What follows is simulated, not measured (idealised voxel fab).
voxel gate over fins: a process module
The cross-section on display is named cut; it measures 190 nm wide, and its cells are 5 nm squares.
This document writes a cross-section as a grid whose cells are square, and gives it as bands, listed from the top down; one or more rows of cells form a band.
What a band's entry tells you: where the top is and where the bottom is, as heights in nm, and after that what lies inside, material by material from left to right, each with its width in nm. Empty space is written as the word "blank", and a single material marked with the word "throughout" occupies the band from edge to edge.
Measure heights from 0. That's the level where, below it, the as-received wafer is all one material. The lowest band is bottomless and extends downward; write it as in "0 nm and below".
Quick explanation for "30->40": the width changes in equal steps down the rows of cells, from the first number in the band's top row to the second number in its bottom row.
"no change occurred" after a step means that no cell of the cross-section changed.
So "Enclosed internal voids" is basically the list of trapped voids: any empty space of 8 cells or more that can't reach the top through an opening. They're written width x height at distance, the distance being from the left edge, and it's all nm.
Read whatever lies past the settings on a step's line as the simulator's own remark about the step.
overlay nm: mask right of planned place by this much (step with mask). Neg. = left.
Listed below are the process steps as planned:
1: RECEIVE | material Si
2: CONFORMAL_DEP | material SiN | thk nm 10
3: DIRECTIONAL_DEP | material aC | thk nm 15
4: PATTERN | tone cover | mask id FINS | material resist | width nm 15 | pitch nm 40 | thk nm 30 | overlay nm 0
5: DIRECTIONAL_ETCH | etch materials aC | depth nm 15
6: STRIP | etch materials resist
7: DIRECTIONAL_ETCH | etch materials SiN | depth nm 10
8: DIRECTIONAL_ETCH | etch materials Si | depth nm 30
9: STRIP | etch materials aC
10: FILL_DEP | material SiO2 | thk nm 10
11: CMP | height nm 10
12: SELECTIVE_ETCH | etch materials SiO2 | depth nm 25
13: STRIP | etch materials SiN
14: CONFORMAL_DEP | material HfO2 | thk nm 5
15: CONFORMAL_DEP | material TiN | thk nm 5
16: CONFORMAL_DEP | material TiAl | thk nm 5
17: CONFORMAL_DEP | material TiN | thk nm 5
18: FILL_DEP | material W | thk nm 10
19: CMP | height nm 25
20: CONFORMAL_DEP | material SiCN | thk nm 5
For clarity, it should be stated that the wafers under discussion commence in an identical condition and differ with respect to the width nm of step 4, the plan indicating the value that the first wafer had.
Step 1 complete: as-received cross-section of the first of several wafers:
> 0 nm and below  Si throughout
> Enclosed internal voids: none
Shown in cross-section: the first of several wafers at the end of the module, after its last step, step 20:
> 30 nm to 25 nm  SiCN throughout
> 25 nm to 20 nm  W throughout
> 20 nm to 15 nm  W=25, then TiN=135, then W=30
> 15 nm to 10 nm  W=25, then TiN=5, then TiAl=125, then TiN=5, then W=30
> 10 nm to 5 nm  W=25, then TiN=5, then TiAl=5, then TiN=35, then TiAl=5, then TiN=35, then TiAl=5, then TiN=35, then TiAl=5, then TiN=5, then W=30
> 5 nm to 0 nm  TiN=30, then TiAl=5, then TiN=5, then HfO2=25, then TiN=5, then TiAl=5, then TiN=5, then HfO2=25, then TiN=5, then TiAl=5, then TiN=5, then HfO2=25, then TiN=5, then TiAl=5, then TiN=35
> 0 nm to -5 nm  TiAl=35, then TiN=5, then HfO2=5, then Si=15, then HfO2=5, then TiN=5, then TiAl=5, then TiN=5, then HfO2=5, then Si=15, then HfO2=5, then TiN=5, then TiAl=5, then TiN=5, then HfO2=5, then Si=15, then HfO2=5, then TiN=5, then TiAl=40
> -5 nm to -10 nm  TiN=40, then HfO2=5, then Si=15, then HfO2=5, then TiN=15, then HfO2=5, then Si=15, then HfO2=5, then TiN=15, then HfO2=5, then Si=15, then HfO2=5, then TiN=45
> -10 nm to -15 nm  HfO2=45, then Si=15, then HfO2=25, then Si=15, then HfO2=25, then Si=15, then HfO2=50
> -15 nm to -30 nm  SiO2=45, then Si=15, then SiO2=25, then Si=15, then SiO2=25, then Si=15, then SiO2=50
> -30 nm and below  Si throughout
> Enclosed internal voids: none
Cross-section of the final wafer among several, taken at the end of the module:
> 30 nm to 25 nm  SiCN throughout
> 25 nm to 20 nm  W throughout
> 20 nm to 15 nm  W=20, then TiN=145, then W=25
> 15 nm to 10 nm  W=20, then TiN=5, then TiAl=135, then TiN=5, then W=25
> 10 nm to 5 nm  W=20, then TiN=5, then TiAl=5, then TiN=125, then TiAl=5, then TiN=5, then W=25
> 5 nm to 0 nm  TiN=25, then TiAl=5, then TiN=5, then HfO2=35, then TiN=5, then HfO2=35, then TiN=5, then HfO2=35, then TiN=5, then TiAl=5, then TiN=30
> 0 nm to -5 nm  TiAl=30, then TiN=5, then HfO2=5, then Si=25, then HfO2=5, then TiN=5, then HfO2=5, then Si=25, then HfO2=5, then TiN=5, then HfO2=5, then Si=25, then HfO2=5, then TiN=5, then TiAl=35
> -5 nm to -10 nm  TiN=35, then HfO2=5, then Si=25, then HfO2=5, then TiN=5, then HfO2=5, then Si=25, then HfO2=5, then TiN=5, then HfO2=5, then Si=25, then HfO2=5, then TiN=40
> -10 nm to -15 nm  HfO2=40, then Si=25, then HfO2=15, then Si=25, then HfO2=15, then Si=25, then HfO2=45
> -15 nm to -30 nm  SiO2=40, then Si=25, then SiO2=15, then Si=25, then SiO2=15, then Si=25, then SiO2=45
> -30 nm and below  Si throughout
> Enclosed internal voids: none
Table: wafers, a row each; end-of-module cell change per material since receipt, gain (+), loss (-); then closed voids:
width nm 15 | +56 HfO2 | -174 Si | +38 SiCN | +87 SiO2 | +50 TiAl | +100 TiN | +71 W | Enclosed internal voids: none
width nm 20 | +56 HfO2 | -156 Si | +38 SiCN | +78 SiO2 | +44 TiAl | +100 TiN | +68 W | Enclosed internal voids: none
width nm 25 | +56 HfO2 | -138 Si | +38 SiCN | +69 SiO2 | +44 TiAl | +94 TiN | +65 W | Enclosed internal voids: none
